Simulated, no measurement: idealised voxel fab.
Module name: voxel capacitor over wiring (process module)
The cross-section shown here is cut; it is 230 nm wide and divided into square cells measuring 5 nm on a side.
Format of a cross-section: grid, square cells. Given as bands. Order: top down. Band: one or more rows of cells.
This entry defines a band. It first specifies the height of the band's top and the height of its bottom in nm, and then specifies the band's materials from left to right, stating each material with its width in nm. The word "throughout" identifies a single material that fills the band from edge to edge, while the word "air" identifies empty space.
Note: height 0 marks the level under which the wafer is uniformly one material as received. Lowest band unbounded below, written "0 -> down".
The expression "30..40" gives the width at the extremes of the band, the first number at its top row of cells and the second at its bottom row, with the width changing by equal amounts from each row to the next in between.
Step marked "nothing different"? Then no cell in the cross-section changed in it.
Look at "Voids, fully enclosed" for the closed voids: empty spaces with no open path to the top, sized 8 cells or up. Each is width x height at distance, distance from the left edge, all nm.
Read whatever lies past the settings on a step's line as the simulator's own remark about the step.
overlay nm: step with mask; distance mask lay right of planned place; negative value = left of planned place.

[Steps in the process plan]
- 1: RECEIVE, material Si
- 2: CONFORMAL_DEP, material SiO2, thk nm 10
- 3: DIRECTIONAL_DEP, material TiN, thk nm 5
- 4: DIRECTIONAL_DEP, material Ru, thk nm 25
- 5: DIRECTIONAL_DEP, material aC, thk nm 15
- 6: PATTERN, tone cover, mask id METAL_1, material resist, width nm 25, pitch nm 90, thk nm 30, overlay nm 0
- 7: DIRECTIONAL_ETCH, etch materials aC, depth nm 15
- 8: STRIP, etch materials resist
- 9: DIRECTIONAL_ETCH, etch materials Ru, depth nm 25
- 10: DIRECTIONAL_ETCH, etch materials TiN, depth nm 5
- 11: STRIP, etch materials aC
- 12: CONFORMAL_DEP, material SiCN, thk nm 5
- 13: FILL_DEP, material SiO2, thk nm 10
- 14: CMP, height nm 40
- 15: CONFORMAL_DEP, material SiCN, thk nm 5
- 16: DIRECTIONAL_DEP, material SiO2, thk nm 20
- 17: PATTERN, tone open, mask id PLUG_1, material resist, width nm 15, thk nm 15, overlay nm 0
- 18: DIRECTIONAL_ETCH, etch materials SiO2, depth nm 20
- 19: DIRECTIONAL_ETCH, etch materials SiCN, depth nm 5
- 20: STRIP, etch materials resist
- 21: CONFORMAL_DEP, material TiN, thk nm 5
- 22: FILL_DEP, material Ru, thk nm 5
- 23: CMP, height nm 65
- 24: DIRECTIONAL_DEP, material TiN, thk nm 5
- 25: DIRECTIONAL_DEP, material HfO2, thk nm 5
- 26: DIRECTIONAL_DEP, material TiN, thk nm 5
- 27: DIRECTIONAL_DEP, material aC, thk nm 10
- 28: PATTERN, tone cover, mask id UPPER_PLATE, material resist, width nm 70, thk nm 25, overlay nm 0
- 29: DIRECTIONAL_ETCH, etch materials aC, depth nm 10
- 30: STRIP, etch materials resist
- 31: DIRECTIONAL_ETCH, etch materials TiN, depth nm 5
- 32: DIRECTIONAL_ETCH, etch materials HfO2, depth nm 5
- 33: STRIP, etch materials aC
- 34: DIRECTIONAL_DEP, material aC, thk nm 10
- 35: PATTERN, tone cover, mask id LOWER_PLATE, material resist, width nm 80, thk nm 30, overlay nm 0
- 36: DIRECTIONAL_ETCH, etch materials aC, depth nm 10
- 37: STRIP, etch materials resist
- 38: DIRECTIONAL_ETCH, etch materials TiN, depth nm 5
- 39: STRIP, etch materials aC
- 40: FILL_DEP, material SiO2, thk nm 15
- 41: CMP, height nm 90
- 42: PATTERN, tone open, mask id PLUG_2, material resist, width nm 15, thk nm 20, overlay nm 0
- 43: DIRECTIONAL_ETCH, etch materials SiO2, depth nm 10
- 44: STRIP, etch materials resist
- 45: CONFORMAL_DEP, material TiN, thk nm 5
- 46: FILL_DEP, material W, thk nm 10
- 47: CMP, height nm 90
- 48: CONFORMAL_DEP, material SiN, thk nm 5

[The following pertains to the first of two wafers, which was processed as planned]

[Here's what the wafer looked like in cross-section when it arrived - that's after step 1]
  0 -> down = Si throughout
  Voids, fully enclosed: none

[Cross-section through the wafer, step 2 finished]
  10 -> 0 = SiO2 throughout
  Below 0, no change.

[Cross-section through the wafer, step 3 finished]
  15 -> 10 = TiN throughout
  Below 10, no change.

[Cross-section through the wafer, step 4 finished]
  40 -> 15 = Ru throughout
  Below 15, no change.

[Cross-section through the wafer, step 5 finished]
  55 -> 40 = aC throughout
  Below 40, no change.

[Cross-section through the wafer, step 6 finished]
  85 -> 55 = air=55, resist=25, air=65, resist=25, air=60
  Below 55, no change.

[Cross-section through the wafer, step 7 finished]
  70 -> 55 = air=55, resist=25, air=65, resist=25, air=60
  55 -> 40 = air=55, aC=25, air=65, aC=25, air=60
  Below 40, no change.

[Cross-section through the wafer, step 8 finished]
  55 -> 40 = air=55, aC=25, air=65, aC=25, air=60
  Below 40, no change.

[Cross-section through the wafer, step 9 finished]
  55 -> 40 = air=55, aC=25, air=65, aC=25, air=60
  40 -> 15 = air=55, Ru=25, air=65, Ru=25, air=60
  Below 15, no change.

[Cross-section through the wafer, step 10 finished]
  55 -> 40 = air=55, aC=25, air=65, aC=25, air=60
  40 -> 15 = air=55, Ru=25, air=65, Ru=25, air=60
  15 -> 10 = air=55, TiN=25, air=65, TiN=25, air=60
  Below 10, no change.

[Cross-section through the wafer, step 11 finished]
  40 -> 15 = air=55, Ru=25, air=65, Ru=25, air=60
  Below 15, no change.

[Cross-section through the wafer, step 12 finished]
  45 -> 40 = air=50, SiCN=35, air=55, SiCN=35, air=55
  40 -> 15 = air=50, SiCN=5, Ru=25, SiCN=5, air=55, SiCN=5, Ru=25, SiCN=5, air=55
  15 -> 10 = SiCN=55, TiN=25, SiCN=65, TiN=25, SiCN=60
  Below 10, no change.

[Cross-section through the wafer, step 13 finished]
  55 -> 45 = SiO2 throughout
  45 -> 40 = SiO2=50, SiCN=35, SiO2=55, SiCN=35, SiO2=55
  40 -> 15 = SiO2=50, SiCN=5, Ru=25, SiCN=5, SiO2=55, SiCN=5, Ru=25, SiCN=5, SiO2=55
  Below 15, no change.

[Cross-section through the wafer, step 14 finished]
  40 -> 15 = SiO2=50, SiCN=5, Ru=25, SiCN=5, SiO2=55, SiCN=5, Ru=25, SiCN=5, SiO2=55
  Below 15, no change.

[Cross-section through the wafer, step 15 finished]
  45 -> 40 = SiCN throughout
  Below 40, no change.

[Cross-section through the wafer, step 16 finished]
  65 -> 45 = SiO2 throughout
  Below 45, no change.

[Cross-section through the wafer, step 17 finished]
  80 -> 65 = resist=65, air=15, resist=150
  Below 65, no change.

[Cross-section through the wafer, step 18 finished]
  80 -> 65 = resist=65, air=15, resist=150
  65 -> 45 = SiO2=65, air=15, SiO2=150
  Below 45, no change.

[Cross-section through the wafer, step 19 finished]
  80 -> 65 = resist=65, air=15, resist=150
  65 -> 45 = SiO2=65, air=15, SiO2=150
  45 -> 40 = SiCN=65, air=15, SiCN=150
  Below 40, no change.

[Cross-section through the wafer, step 20 finished]
  65 -> 45 = SiO2=65, air=15, SiO2=150
  Below 45, no change.

[Cross-section through the wafer, step 21 finished]
  70 -> 65 = TiN=70, air=5, TiN=155
  65 -> 45 = SiO2=65, TiN=5, air=5, TiN=5, SiO2=150
  45 -> 40 = SiCN=65, TiN=15, SiCN=150
  Below 40, no change.

[Cross-section through the wafer, step 22 finished]
  75 -> 70 = Ru throughout
  70 -> 65 = TiN=70, Ru=5, TiN=155
  65 -> 45 = SiO2=65, TiN=5, Ru=5, TiN=5, SiO2=150
  Below 45, no change.

[Cross-section through the wafer, step 23 finished]
  65 -> 45 = SiO2=65, TiN=5, Ru=5, TiN=5, SiO2=150
  Below 45, no change.

[Cross-section through the wafer, step 24 finished]
  70 -> 65 = TiN throughout
  Below 65, no change.

[Cross-section through the wafer, step 25 finished]
  75 -> 70 = HfO2 throughout
  Below 70, no change.

[Cross-section through the wafer, step 26 finished]
  80 -> 75 = TiN throughout
  Below 75, no change.

[Cross-section through the wafer, step 27 finished]
  90 -> 80 = aC throughout
  Below 80, no change.

[Cross-section through the wafer, step 28 finished]
  115 -> 90 = air=65, resist=70, air=95
  Below 90, no change.

[Cross-section through the wafer, step 29 finished]
  105 -> 90 = air=65, resist=70, air=95
  90 -> 80 = air=65, aC=70, air=95
  Below 80, no change.

[Cross-section through the wafer, step 30 finished]
  90 -> 80 = air=65, aC=70, air=95
  Below 80, no change.

[Cross-section through the wafer, step 31 finished]
  90 -> 80 = air=65, aC=70, air=95
  80 -> 75 = air=65, TiN=70, air=95
  Below 75, no change.

[Cross-section through the wafer, step 32 finished]
  90 -> 80 = air=65, aC=70, air=95
  80 -> 75 = air=65, TiN=70, air=95
  75 -> 70 = air=65, HfO2=70, air=95
  Below 70, no change.

[Cross-section through the wafer, step 33 finished]
  80 -> 75 = air=65, TiN=70, air=95
  Below 75, no change.

[Cross-section through the wafer, step 34 finished]
  90 -> 80 = air=65, aC=70, air=95
  80 -> 75 = aC=65, TiN=70, aC=95
  75 -> 70 = aC=65, HfO2=70, aC=95
  Below 70, no change.

[Cross-section through the wafer, step 35 finished]
  120 -> 90 = air=60, resist=80, air=90
  90 -> 80 = air=60, resist=5, aC=70, resist=5, air=90
  Below 80, no change.

[Cross-section through the wafer, step 36 finished]
  110 -> 90 = air=60, resist=80, air=90
  90 -> 80 = air=60, resist=5, aC=70, resist=5, air=90
  80 -> 75 = air=60, aC=5, TiN=70, aC=5, air=90
  75 -> 70 = air=60, aC=5, HfO2=70, aC=5, air=90
  Below 70, no change.

[Cross-section through the wafer, step 37 finished]
  90 -> 80 = air=65, aC=70, air=95
  Below 80, no change.

[Cross-section through the wafer, step 38 finished]
  90 -> 80 = air=65, aC=70, air=95
  80 -> 75 = air=60, aC=5, TiN=70, aC=5, air=90
  75 -> 70 = air=60, aC=5, HfO2=70, aC=5, air=90
  70 -> 65 = air=60, TiN=80, air=90
  Below 65, no change.

[Cross-section through the wafer, step 39 finished]
  80 -> 75 = air=65, TiN=70, air=95
  75 -> 70 = air=65, HfO2=70, air=95
  Below 70, no change.

[Cross-section through the wafer, step 40 finished]
  95 -> 80 = SiO2 throughout
  80 -> 75 = SiO2=65, TiN=70, SiO2=95
  75 -> 70 = SiO2=65, HfO2=70, SiO2=95
  70 -> 65 = SiO2=60, TiN=80, SiO2=90
  Below 65, no change.

[Cross-section through the wafer, step 41 finished]
  90 -> 80 = SiO2 throughout
  Below 80, no change.

[Cross-section through the wafer, step 42 finished]
  110 -> 90 = resist=75, air=15, resist=140
  Below 90, no change.

[Cross-section through the wafer, step 43 finished]
  110 -> 90 = resist=75, air=15, resist=140
  90 -> 80 = SiO2=75, air=15, SiO2=140
  Below 80, no change.

[Cross-section through the wafer, step 44 finished]
  90 -> 80 = SiO2=75, air=15, SiO2=140
  Below 80, no change.

[Cross-section through the wafer, step 45 finished]
  95 -> 90 = TiN=80, air=5, TiN=145
  90 -> 85 = SiO2=75, TiN=5, air=5, TiN=5, SiO2=140
  85 -> 75 = SiO2=75..65, TiN=15..70, SiO2=140..95
  Below 75, no change.

[Cross-section through the wafer, step 46 finished]
  105 -> 95 = W throughout
  95 -> 90 = TiN=80, W=5, TiN=145
  90 -> 85 = SiO2=75, TiN=5, W=5, TiN=5, SiO2=140
  Below 85, no change.

[Cross-section through the wafer, step 47 finished]
  90 -> 85 = SiO2=75, TiN=5, W=5, TiN=5, SiO2=140
  Below 85, no change.

[Cross-section through the wafer, step 48 finished]
  95 -> 90 = SiN throughout
  Below 90, no change.

[Wafer two: like wafer one in start and plan, but with one mistake in execution; identical up to and including step 23]

[Second wafer: cross-section at the scheduled end of step 24]
  70 -> 65 = HfO2 throughout
  Below 65, no change.

[Second wafer: cross-section at the scheduled end of step 25]
  75 -> 70 = TiN throughout
  Below 70, no change.

[Second wafer: cross-section at the scheduled end of step 26]
  80 -> 70 = TiN throughout
  Below 70, no change.

[Second wafer: cross-section at the scheduled end of step 27]
  90 -> 80 = aC throughout
  Below 80, no change.

[Second wafer: cross-section at the scheduled end of step 28]
  115 -> 90 = air=65, resist=70, air=95
  Below 90, no change.

[Second wafer: cross-section at the scheduled end of step 29]
  105 -> 90 = air=65, resist=70, air=95
  90 -> 80 = air=65, aC=70, air=95
  Below 80, no change.

[Second wafer: cross-section at the scheduled end of step 30]
  90 -> 80 = air=65, aC=70, air=95
  Below 80, no change.

[Second wafer: cross-section at the scheduled end of step 31]
  90 -> 80 = air=65, aC=70, air=95
  80 -> 75 = air=65, TiN=70, air=95
  Below 75, no change.

Second wafer: cross-section at the scheduled end of step 32: nothing different

[Second wafer: cross-section at the scheduled end of step 33]
  80 -> 75 = air=65, TiN=70, air=95
  Below 75, no change.

[Second wafer: cross-section at the scheduled end of step 34]
  90 -> 85 = air=65, aC=70, air=95
  85 -> 80 = aC throughout
  80 -> 75 = aC=65, TiN=70, aC=95
  Below 75, no change.

[Second wafer: cross-section at the scheduled end of step 35]
  120 -> 90 = air=60, resist=80, air=90
  90 -> 85 = air=60, resist=5, aC=70, resist=5, air=90
  Below 85, no change.

[Second wafer: cross-section at the scheduled end of step 36]
  110 -> 90 = air=60, resist=80, air=90
  90 -> 85 = air=60, resist=5, aC=70, resist=5, air=90
  85 -> 80 = air=60, aC=80, air=90
  80 -> 75 = air=60, aC=5, TiN=70, aC=5, air=90
  Below 75, no change.

[Second wafer: cross-section at the scheduled end of step 37]
  90 -> 80 = air=65..60, aC=70..80, air=95..90
  Below 80, no change.

[Second wafer: cross-section at the scheduled end of step 38]
  90 -> 80 = air=65..60, aC=70..80, air=95..90
  80 -> 75 = air=60, aC=5, TiN=70, aC=5, air=90
  75 -> 70 = air=60, TiN=80, air=90
  Below 70, no change.

[Second wafer: cross-section at the scheduled end of step 39]
  80 -> 70 = air=65..60, TiN=70..80, air=95..90
  Below 70, no change.

[Second wafer: cross-section at the scheduled end of step 40]
  95 -> 80 = SiO2 throughout
  80 -> 70 = SiO2=65..60, TiN=70..80, SiO2=95..90
  Below 70, no change.

[Second wafer: cross-section at the scheduled end of step 41]
  90 -> 80 = SiO2 throughout
  Below 80, no change.

[Second wafer: cross-section at the scheduled end of step 42]
  110 -> 90 = resist=75, air=15, resist=140
  Below 90, no change.

[Second wafer: cross-section at the scheduled end of step 43]
  110 -> 90 = resist=75, air=15, resist=140
  90 -> 80 = SiO2=75, air=15, SiO2=140
  Below 80, no change.

[Second wafer: cross-section at the scheduled end of step 44]
  90 -> 80 = SiO2=75, air=15, SiO2=140
  Below 80, no change.

[Second wafer: cross-section at the scheduled end of step 45]
  95 -> 90 = TiN=80, air=5, TiN=145
  90 -> 85 = SiO2=75, TiN=5, air=5, TiN=5, SiO2=140
  85 -> 75 = SiO2=75..65, TiN=15..70, SiO2=140..95
  Below 75, no change.

[Second wafer: cross-section at the scheduled end of step 46]
  105 -> 95 = W throughout
  95 -> 90 = TiN=80, W=5, TiN=145
  90 -> 85 = SiO2=75, TiN=5, W=5, TiN=5, SiO2=140
  Below 85, no change.

[Second wafer: cross-section at the scheduled end of step 47]
  90 -> 85 = SiO2=75, TiN=5, W=5, TiN=5, SiO2=140
  Below 85, no change.

[Second wafer: cross-section at the scheduled end of step 48]
  95 -> 90 = SiN throughout
  Below 90, no change.
Want to know what went wrong? steps 24 and 25 were swapped
Final difference in cells, second wafer against first, listed per material as more or fewer: 32 more of HfO2; 32 fewer of SiO2
